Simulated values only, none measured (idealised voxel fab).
The following process module bears the name voxel gate over fins.
Cross-sectional view cut (width: 225 nm; square cell size: 5 nm).
Throughout this document, each cross-section is represented as a grid of square cells and is presented as a sequence of bands enumerated from the top downward, where a band comprises one or more rows of cells. Look at the band entry: it leads with the top's height and the bottom's height in nm. Then it lists the materials left to right, with a width in nm for each. The word "full width" on a single material says that material fills the band edge to edge. The word "blank" is empty space. Heights are measured from 0, the level below which the as-received wafer is all one material; the lowest band has no bottom and continues downward, written as in "top 0, no bottom". Width "30 to 40": first value at the band's top row of cells, second value at its bottom row, equal change from row to row. The designation "no modification", where it is given for a processing step, indicates that no cell of the cross-section was altered in the course of that step. Any empty space of 8 cells or more lacking an open way to the top shows up in "Listed closed voids" as width x height at distance, distance from the left edge, in nm. Whatever follows a step's settings on its line is a remark the simulator itself makes about that step. overlay nm: mask offset rightward from planned place, masked step; negative means leftward offset.
**Planned process steps**
1. RECEIVE [material Si]
2. CONFORMAL_DEP [material SiN] [thk nm 5]
3. PATTERN [tone cover] [mask id FINS] [material resist] [width nm 15] [pitch nm 45] [thk nm 20] [overlay nm 0]
4. DIRECTIONAL_ETCH [etch materials SiN] [depth nm 5]
5. DIRECTIONAL_ETCH [etch materials Si] [depth nm 35]
6. STRIP [etch materials resist]
7. OXIDIZE [depth nm 5]
8. FILL_DEP [material SiO2] [thk nm 5]
9. CMP [height nm 5]
10. SELECTIVE_ETCH [etch materials SiO2] [depth nm 15]
11. STRIP [etch materials SiN]
12. CONFORMAL_DEP [material HfO2] [thk nm 5]
13. CONFORMAL_DEP [material TiN] [thk nm 5]
14. FILL_DEP [material W] [thk nm 15]
15. CMP [height nm 20]
16. CONFORMAL_DEP [material SiN] [thk nm 10]
**As-received wafer cross-section (after step 1)**
	top 0, no bottom = Si full width
	Listed closed voids: none
**End-of-module XS, first of two wafers, run as planned**
	top 30, bottom 20 = SiN full width
	top 20, bottom 10 = W full width
	top 10, bottom 5 = 55 of W  25 of TiN  20 of W  25 of TiN  20 of W  25 of TiN  55 of W
	top 5, bottom 0 = 55 of W  5 of TiN  15 of HfO2  5 of TiN  20 of W  5 of TiN  15 of HfO2  5 of TiN  20 of W  5 of TiN  15 of HfO2  5 of TiN  55 of W
	top 0, bottom -5 = 60 of TiN  5 of HfO2  5 of Si  5 of HfO2  30 of TiN  5 of HfO2  5 of Si  5 of HfO2  30 of TiN  5 of HfO2  5 of Si  5 of HfO2  60 of TiN
	top -5, bottom -10 = 65 of HfO2  5 of Si  40 of HfO2  5 of Si  40 of HfO2  5 of Si  65 of HfO2
	top -10, bottom -40 = 65 of SiO2  5 of Si  40 of SiO2  5 of Si  40 of SiO2  5 of Si  65 of SiO2
	top -40, no bottom = Si full width
	Listed closed voids: none
**second wafer at the end: like start, like plan, one mistake**
	top 30, bottom 20 = SiN full width
	top 20, bottom 10 = W full width
	top 10, bottom 5 = 55 of W  25 of HfO2  20 of W  25 of HfO2  20 of W  25 of HfO2  55 of W
	top 5, bottom 0 = 55 of W  5 of HfO2  15 of TiN  5 of HfO2  20 of W  5 of HfO2  15 of TiN  5 of HfO2  20 of W  5 of HfO2  15 of TiN  5 of HfO2  55 of W
	top 0, bottom -5 = 60 of HfO2  5 of TiN  5 of Si  5 of TiN  30 of HfO2  5 of TiN  5 of Si  5 of TiN  30 of HfO2  5 of TiN  5 of Si  5 of TiN  60 of HfO2
	top -5, bottom -10 = 65 of TiN  5 of Si  40 of TiN  5 of Si  40 of TiN  5 of Si  65 of TiN
	top -10, bottom -40 = 65 of SiO2  5 of Si  40 of SiO2  5 of Si  40 of SiO2  5 of Si  65 of SiO2
	top -40, no bottom = Si full width
	Listed closed voids: none
Which mistake was made when the wafer was run? ran 12 and 13 in swapped order versus the plan
Same inventory, different map: at the end, the second wafer holds as many cells of each material as the first, placed elsewhere.
